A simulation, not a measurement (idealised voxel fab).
Title: Process Module voxel gate over fins
The figure presents cross-section cut, which has a width of 210 nm and is divided into square cells with an edge length of 5 nm.
For the purposes of this document, a cross-section shall be understood as a grid of square cells, specified as bands listed in top-to-bottom order, each band consisting of one or more rows of cells. First you get the band's top height and its bottom height, in nm, and then the materials it's made of, left to right, with each width in nm. If you see a single material with "full width", that one covers the band edge to edge. "empty" is empty space. Beneath 0, the wafer as received is one material, and that level is where height counting begins. The lowest band goes on downward without a bottom; it is written like "0..down". So if you see something like "30->40" for the width, read it as the top row of the band sitting at the first number and the bottom row at the second, with every row in between moving by the same amount as the last. "nothing was modified" -> step changed no cross-section cell. "Closed void entries" means: voids of 8 cells or more that are shut off from the top with no open way through. Written width x height at distance, distance from the left edge, in nm. Where a step's line continues beyond its settings, the continuation is a remark by the simulator itself on that step. Steps that use a mask can have "overlay nm" on their line. It says how far the mask sat to the right of where it was meant to be. Negative means to the left.

## plan
1: RECEIVE, material Si
2: CONFORMAL_DEP, material SiN, thk nm 10
3: DIRECTIONAL_DEP, material aC, thk nm 15
4: PATTERN, tone cover, mask id FINS, material resist, width nm 15, pitch nm 45, thk nm 35, overlay nm 0
5: DIRECTIONAL_ETCH, etch materials aC, depth nm 15
6: STRIP, etch materials resist
7: DIRECTIONAL_ETCH, etch materials SiN, depth nm 10
8: DIRECTIONAL_ETCH, etch materials Si, depth nm 35
9: STRIP, etch materials aC
10: FILL_DEP, material SiO2, thk nm 15
11: CMP, height nm 10
12: SELECTIVE_ETCH, etch materials SiO2, depth nm 25
13: STRIP, etch materials SiN
14: CONFORMAL_DEP, material HfO2, thk nm 5
15: CONFORMAL_DEP, material TiN, thk nm 5
16: CONFORMAL_DEP, material TiAl, thk nm 5
17: CONFORMAL_DEP, material TiN, thk nm 5
18: FILL_DEP, material W, thk nm 10
19: CMP, height nm 25
20: CONFORMAL_DEP, material SiCN, thk nm 5

## The first of a set of two wafers, run to plan

## Cross-section of the wafer as it came to us, i.e., already through step 1
- 0..down | Si full width
- Closed void entries: none

## After step 2: wafer cross-section
- 10..0 | SiN full width
- below 0: unchanged

## After step 3: wafer cross-section
- 25..10 | aC full width
- below 10: unchanged

## After step 4: wafer cross-section
- 60..25 | 50 nm empty, then 15 nm resist, then 30 nm empty, then 15 nm resist, then 30 nm empty, then 15 nm resist, then 55 nm empty
- below 25: unchanged

## After step 5: wafer cross-section
- 45..25 | 50 nm empty, then 15 nm resist, then 30 nm empty, then 15 nm resist, then 30 nm empty, then 15 nm resist, then 55 nm empty
- 25..10 | 50 nm empty, then 15 nm aC, then 30 nm empty, then 15 nm aC, then 30 nm empty, then 15 nm aC, then 55 nm empty
- below 10: unchanged

## After step 6: wafer cross-section
- 25..10 | 50 nm empty, then 15 nm aC, then 30 nm empty, then 15 nm aC, then 30 nm empty, then 15 nm aC, then 55 nm empty
- below 10: unchanged

## After step 7: wafer cross-section
- 25..10 | 50 nm empty, then 15 nm aC, then 30 nm empty, then 15 nm aC, then 30 nm empty, then 15 nm aC, then 55 nm empty
- 10..0 | 50 nm empty, then 15 nm SiN, then 30 nm empty, then 15 nm SiN, then 30 nm empty, then 15 nm SiN, then 55 nm empty
- below 0: unchanged

## After step 8: wafer cross-section
- 25..10 | 50 nm empty, then 15 nm aC, then 30 nm empty, then 15 nm aC, then 30 nm empty, then 15 nm aC, then 55 nm empty
- 10..0 | 50 nm empty, then 15 nm SiN, then 30 nm empty, then 15 nm SiN, then 30 nm empty, then 15 nm SiN, then 55 nm empty
- 0..-35 | 50 nm empty, then 15 nm Si, then 30 nm empty, then 15 nm Si, then 30 nm empty, then 15 nm Si, then 55 nm empty
- below -35: unchanged

## After step 9: wafer cross-section
- 10..0 | 50 nm empty, then 15 nm SiN, then 30 nm empty, then 15 nm SiN, then 30 nm empty, then 15 nm SiN, then 55 nm empty
- below 0: unchanged

## After step 10: wafer cross-section
- 25..10 | SiO2 full width
- 10..0 | 50 nm SiO2, then 15 nm SiN, then 30 nm SiO2, then 15 nm SiN, then 30 nm SiO2, then 15 nm SiN, then 55 nm SiO2
- 0..-35 | 50 nm SiO2, then 15 nm Si, then 30 nm SiO2, then 15 nm Si, then 30 nm SiO2, then 15 nm Si, then 55 nm SiO2
- below -35: unchanged

## After step 11: wafer cross-section
- 10..0 | 50 nm SiO2, then 15 nm SiN, then 30 nm SiO2, then 15 nm SiN, then 30 nm SiO2, then 15 nm SiN, then 55 nm SiO2
- below 0: unchanged

## After step 12: wafer cross-section
- 10..0 | 50 nm empty, then 15 nm SiN, then 30 nm empty, then 15 nm SiN, then 30 nm empty, then 15 nm SiN, then 55 nm empty
- 0..-15 | 50 nm empty, then 15 nm Si, then 30 nm empty, then 15 nm Si, then 30 nm empty, then 15 nm Si, then 55 nm empty
- below -15: unchanged

## After step 13: wafer cross-section
- 0..-15 | 50 nm empty, then 15 nm Si, then 30 nm empty, then 15 nm Si, then 30 nm empty, then 15 nm Si, then 55 nm empty
- below -15: unchanged

## After step 14: wafer cross-section
- 5..0 | 45 nm empty, then 25 nm HfO2, then 20 nm empty, then 25 nm HfO2, then 20 nm empty, then 25 nm HfO2, then 50 nm empty
- 0..-10 | 45 nm empty, then 5 nm HfO2, then 15 nm Si, then 5 nm HfO2, then 20 nm empty, then 5 nm HfO2, then 15 nm Si, then 5 nm HfO2, then 20 nm empty, then 5 nm HfO2, then 15 nm Si, then 5 nm HfO2, then 50 nm empty
- -10..-15 | 50 nm HfO2, then 15 nm Si, then 30 nm HfO2, then 15 nm Si, then 30 nm HfO2, then 15 nm Si, then 55 nm HfO2
- below -15: unchanged

## After step 15: wafer cross-section
- 10..5 | 40 nm empty, then 35 nm TiN, then 10 nm empty, then 35 nm TiN, then 10 nm empty, then 35 nm TiN, then 45 nm empty
- 5..0 | 40 nm empty, then 5 nm TiN, then 25 nm HfO2, then 5 nm TiN, then 10 nm empty, then 5 nm TiN, then 25 nm HfO2, then 5 nm TiN, then 10 nm empty, then 5 nm TiN, then 25 nm HfO2, then 5 nm TiN, then 45 nm empty
- 0..-5 | 40 nm empty, then 5 nm TiN, then 5 nm HfO2, then 15 nm Si, then 5 nm HfO2, then 5 nm TiN, then 10 nm empty, then 5 nm TiN, then 5 nm HfO2, then 15 nm Si, then 5 nm HfO2, then 5 nm TiN, then 10 nm empty, then 5 nm TiN, then 5 nm HfO2, then 15 nm Si, then 5 nm HfO2, then 5 nm TiN, then 45 nm empty
- -5..-10 | 45 nm TiN, then 5 nm HfO2, then 15 nm Si, then 5 nm HfO2, then 20 nm TiN, then 5 nm HfO2, then 15 nm Si, then 5 nm HfO2, then 20 nm TiN, then 5 nm HfO2, then 15 nm Si, then 5 nm HfO2, then 50 nm TiN
- below -10: unchanged

## After step 16: wafer cross-section
- 15..10 | 35 nm empty, then 135 nm TiAl, then 40 nm empty
- 10..5 | 35 nm empty, then 5 nm TiAl, then 35 nm TiN, then 10 nm TiAl, then 35 nm TiN, then 10 nm TiAl, then 35 nm TiN, then 5 nm TiAl, then 40 nm empty
- 5..0 | 35 nm empty, then 5 nm TiAl, then 5 nm TiN, then 25 nm HfO2, then 5 nm TiN, then 10 nm TiAl, then 5 nm TiN, then 25 nm HfO2, then 5 nm TiN, then 10 nm TiAl, then 5 nm TiN, then 25 nm HfO2, then 5 nm TiN, then 5 nm TiAl, then 40 nm empty
- 0..-5 | 40 nm TiAl, then 5 nm TiN, then 5 nm HfO2, then 15 nm Si, then 5 nm HfO2, then 5 nm TiN, then 10 nm TiAl, then 5 nm TiN, then 5 nm HfO2, then 15 nm Si, then 5 nm HfO2, then 5 nm TiN, then 10 nm TiAl, then 5 nm TiN, then 5 nm HfO2, then 15 nm Si, then 5 nm HfO2, then 5 nm TiN, then 45 nm TiAl
- below -5: unchanged

## After step 17: wafer cross-section
- 20..15 | 30 nm empty, then 145 nm TiN, then 35 nm empty
- 15..10 | 30 nm empty, then 5 nm TiN, then 135 nm TiAl, then 5 nm TiN, then 35 nm empty
- 10..5 | 30 nm empty, then 5 nm TiN, then 5 nm TiAl, then 35 nm TiN, then 10 nm TiAl, then 35 nm TiN, then 10 nm TiAl, then 35 nm TiN, then 5 nm TiAl, then 5 nm TiN, then 35 nm empty
- 5..0 | 35 nm TiN, then 5 nm TiAl, then 5 nm TiN, then 25 nm HfO2, then 5 nm TiN, then 10 nm TiAl, then 5 nm TiN, then 25 nm HfO2, then 5 nm TiN, then 10 nm TiAl, then 5 nm TiN, then 25 nm HfO2, then 5 nm TiN, then 5 nm TiAl, then 40 nm TiN
- below 0: unchanged

## After step 18: wafer cross-section
- 30..20 | W full width
- 20..15 | 30 nm W, then 145 nm TiN, then 35 nm W
- 15..10 | 30 nm W, then 5 nm TiN, then 135 nm TiAl, then 5 nm TiN, then 35 nm W
- 10..5 | 30 nm W, then 5 nm TiN, then 5 nm TiAl, then 35 nm TiN, then 10 nm TiAl, then 35 nm TiN, then 10 nm TiAl, then 35 nm TiN, then 5 nm TiAl, then 5 nm TiN, then 35 nm W
- below 5: unchanged

## After step 19: wafer cross-section
- 25..20 | W full width
- below 20: unchanged

## After step 20: wafer cross-section
- 30..25 | SiCN full width
- below 25: unchanged

## Second Wafer (Identical Start and Plan, One Processing Error; Matches First Wafer Through Step 7)

## Cross-section: second wafer, time at which step 8 was scheduled to end
- 25..10 | 50 nm empty, then 15 nm aC, then 30 nm empty, then 15 nm aC, then 30 nm empty, then 15 nm aC, then 55 nm empty
- 10..0 | 50 nm empty, then 15 nm SiN, then 30 nm empty, then 15 nm SiN, then 30 nm empty, then 15 nm SiN, then 55 nm empty
- 0..-70 | 50 nm empty, then 15 nm Si, then 30 nm empty, then 15 nm Si, then 30 nm empty, then 15 nm Si, then 55 nm empty
- below -70: unchanged

## Cross-section: second wafer, time at which step 9 was scheduled to end
- 10..0 | 50 nm empty, then 15 nm SiN, then 30 nm empty, then 15 nm SiN, then 30 nm empty, then 15 nm SiN, then 55 nm empty
- below 0: unchanged

## Cross-section: second wafer, time at which step 10 was scheduled to end
- 25..10 | SiO2 full width
- 10..0 | 50 nm SiO2, then 15 nm SiN, then 30 nm SiO2, then 15 nm SiN, then 30 nm SiO2, then 15 nm SiN, then 55 nm SiO2
- 0..-70 | 50 nm SiO2, then 15 nm Si, then 30 nm SiO2, then 15 nm Si, then 30 nm SiO2, then 15 nm Si, then 55 nm SiO2
- below -70: unchanged

## Cross-section: second wafer, time at which step 11 was scheduled to end
- 10..0 | 50 nm SiO2, then 15 nm SiN, then 30 nm SiO2, then 15 nm SiN, then 30 nm SiO2, then 15 nm SiN, then 55 nm SiO2
- below 0: unchanged

## Cross-section: second wafer, time at which step 12 was scheduled to end
- 10..0 | 50 nm empty, then 15 nm SiN, then 30 nm empty, then 15 nm SiN, then 30 nm empty, then 15 nm SiN, then 55 nm empty
- 0..-15 | 50 nm empty, then 15 nm Si, then 30 nm empty, then 15 nm Si, then 30 nm empty, then 15 nm Si, then 55 nm empty
- below -15: unchanged

## Cross-section: second wafer, time at which step 13 was scheduled to end
- 0..-15 | 50 nm empty, then 15 nm Si, then 30 nm empty, then 15 nm Si, then 30 nm empty, then 15 nm Si, then 55 nm empty
- below -15: unchanged

## Cross-section: second wafer, time at which step 14 was scheduled to end
- 5..0 | 45 nm empty, then 25 nm HfO2, then 20 nm empty, then 25 nm HfO2, then 20 nm empty, then 25 nm HfO2, then 50 nm empty
- 0..-10 | 45 nm empty, then 5 nm HfO2, then 15 nm Si, then 5 nm HfO2, then 20 nm empty, then 5 nm HfO2, then 15 nm Si, then 5 nm HfO2, then 20 nm empty, then 5 nm HfO2, then 15 nm Si, then 5 nm HfO2, then 50 nm empty
- -10..-15 | 50 nm HfO2, then 15 nm Si, then 30 nm HfO2, then 15 nm Si, then 30 nm HfO2, then 15 nm Si, then 55 nm HfO2
- below -15: unchanged

## Cross-section: second wafer, time at which step 15 was scheduled to end
- 10..5 | 40 nm empty, then 35 nm TiN, then 10 nm empty, then 35 nm TiN, then 10 nm empty, then 35 nm TiN, then 45 nm empty
- 5..0 | 40 nm empty, then 5 nm TiN, then 25 nm HfO2, then 5 nm TiN, then 10 nm empty, then 5 nm TiN, then 25 nm HfO2, then 5 nm TiN, then 10 nm empty, then 5 nm TiN, then 25 nm HfO2, then 5 nm TiN, then 45 nm empty
- 0..-5 | 40 nm empty, then 5 nm TiN, then 5 nm HfO2, then 15 nm Si, then 5 nm HfO2, then 5 nm TiN, then 10 nm empty, then 5 nm TiN, then 5 nm HfO2, then 15 nm Si, then 5 nm HfO2, then 5 nm TiN, then 10 nm empty, then 5 nm TiN, then 5 nm HfO2, then 15 nm Si, then 5 nm HfO2, then 5 nm TiN, then 45 nm empty
- -5..-10 | 45 nm TiN, then 5 nm HfO2, then 15 nm Si, then 5 nm HfO2, then 20 nm TiN, then 5 nm HfO2, then 15 nm Si, then 5 nm HfO2, then 20 nm TiN, then 5 nm HfO2, then 15 nm Si, then 5 nm HfO2, then 50 nm TiN
- below -10: unchanged

## Cross-section: second wafer, time at which step 16 was scheduled to end
- 15..10 | 35 nm empty, then 135 nm TiAl, then 40 nm empty
- 10..5 | 35 nm empty, then 5 nm TiAl, then 35 nm TiN, then 10 nm TiAl, then 35 nm TiN, then 10 nm TiAl, then 35 nm TiN, then 5 nm TiAl, then 40 nm empty
- 5..0 | 35 nm empty, then 5 nm TiAl, then 5 nm TiN, then 25 nm HfO2, then 5 nm TiN, then 10 nm TiAl, then 5 nm TiN, then 25 nm HfO2, then 5 nm TiN, then 10 nm TiAl, then 5 nm TiN, then 25 nm HfO2, then 5 nm TiN, then 5 nm TiAl, then 40 nm empty
- 0..-5 | 40 nm TiAl, then 5 nm TiN, then 5 nm HfO2, then 15 nm Si, then 5 nm HfO2, then 5 nm TiN, then 10 nm TiAl, then 5 nm TiN, then 5 nm HfO2, then 15 nm Si, then 5 nm HfO2, then 5 nm TiN, then 10 nm TiAl, then 5 nm TiN, then 5 nm HfO2, then 15 nm Si, then 5 nm HfO2, then 5 nm TiN, then 45 nm TiAl
- below -5: unchanged

## Cross-section: second wafer, time at which step 17 was scheduled to end
- 20..15 | 30 nm empty, then 145 nm TiN, then 35 nm empty
- 15..10 | 30 nm empty, then 5 nm TiN, then 135 nm TiAl, then 5 nm TiN, then 35 nm empty
- 10..5 | 30 nm empty, then 5 nm TiN, then 5 nm TiAl, then 35 nm TiN, then 10 nm TiAl, then 35 nm TiN, then 10 nm TiAl, then 35 nm TiN, then 5 nm TiAl, then 5 nm TiN, then 35 nm empty
- 5..0 | 35 nm TiN, then 5 nm TiAl, then 5 nm TiN, then 25 nm HfO2, then 5 nm TiN, then 10 nm TiAl, then 5 nm TiN, then 25 nm HfO2, then 5 nm TiN, then 10 nm TiAl, then 5 nm TiN, then 25 nm HfO2, then 5 nm TiN, then 5 nm TiAl, then 40 nm TiN
- below 0: unchanged

## Cross-section: second wafer, time at which step 18 was scheduled to end
- 30..20 | W full width
- 20..15 | 30 nm W, then 145 nm TiN, then 35 nm W
- 15..10 | 30 nm W, then 5 nm TiN, then 135 nm TiAl, then 5 nm TiN, then 35 nm W
- 10..5 | 30 nm W, then 5 nm TiN, then 5 nm TiAl, then 35 nm TiN, then 10 nm TiAl, then 35 nm TiN, then 10 nm TiAl, then 35 nm TiN, then 5 nm TiAl, then 5 nm TiN, then 35 nm W
- below 5: unchanged

## Cross-section: second wafer, time at which step 19 was scheduled to end
- 25..20 | W full width
- below 20: unchanged

## Cross-section: second wafer, time at which step 20 was scheduled to end
- 30..25 | SiCN full width
- below 25: unchanged
Plan not followed: regarding the plan, step 8 was run twice
The closing comparison, in cells, has the second wafer with more or fewer of some materials than the first: Si: 231 fewer | SiO2: 231 more
